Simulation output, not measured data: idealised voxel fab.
Process module in this document: voxel lift off
Shown is cross-section cut, with a width of 250 nm and square cells of size 5 nm.
Cross-section format: a grid of square cells, given as bands from top to bottom; each band is one or more rows of cells.
Quick guide to a band line: top height, bottom height (nm) up front; then every material left to right with its width in nm. Only one material and it's marked "full width"? Then it fills the band edge to edge. And "empty" just means empty space.
For the purposes of this specification, 0 denotes the height below which the wafer in its as-received condition is composed wholly of one material, and the lowermost band, lacking a lower limit, extends downward without end, as expressed in "0 -> down".
Width: "30->40" (first number = top row, second number = bottom row, same change from row to row of cells).
Given "nothing was modified" for a step, no cell of the cross-section differs between before and after that step.
The entry "Closed void listing" lists the empty spaces that cover at least 8 cells and have no open path to the top. Each is written as width x height at distance, where the distance is measured from the left edge and all three values are in nm.
On a step's line, text after the settings is the simulator commenting on that step.
"overlay nm" denotes, for a step that has a mask, the displacement of the mask to the right of its planned place, with negative values corresponding to the left.
STEPS IN THE PROCESS PLAN
1,RECEIVE | material Si
2,CONFORMAL_DEP | material SiO2 | thk nm 15
3,PATTERN | tone open | mask id LINES | material resist | width nm 15 | pitch nm 30 | thk nm 25 | overlay nm 0
4,DIRECTIONAL_DEP | material Ru | thk nm 15
5,STRIP | etch materials resist
6,CONFORMAL_DEP | material SiCN | thk nm 5
Don't read the plan's thk nm for step 6 as applying to every wafer: that's the first wafer's value, and the wafers differ in it, though they all start identical.
THIS IS HOW THE FIRST OF SEVERAL WAFERS LOOKED IN CROSS-SECTION WHEN IT ARRIVED, WHICH IS AFTER STEP 1
- 0 -> down  Si full width
- Closed void listing: none
PER-WAFER ROWS BELOW. FOR EACH MATERIAL: CELLS GAINED (+) OR LOST (-) SINCE THE WAFER WAS RECEIVED, AS OF END OF MODULE. THEN: CLOSED VOIDS
thk nm 5, +27 Ru, +68 SiCN, +150 SiO2, Closed void listing: none
thk nm 10, +27 Ru, +130 SiCN, +150 SiO2, Closed void listing: none
thk nm 15, +27 Ru, +186 SiCN, +150 SiO2, Closed void listing: none
thk nm 20, +27 Ru, +242 SiCN, +150 SiO2, Closed void listing: none
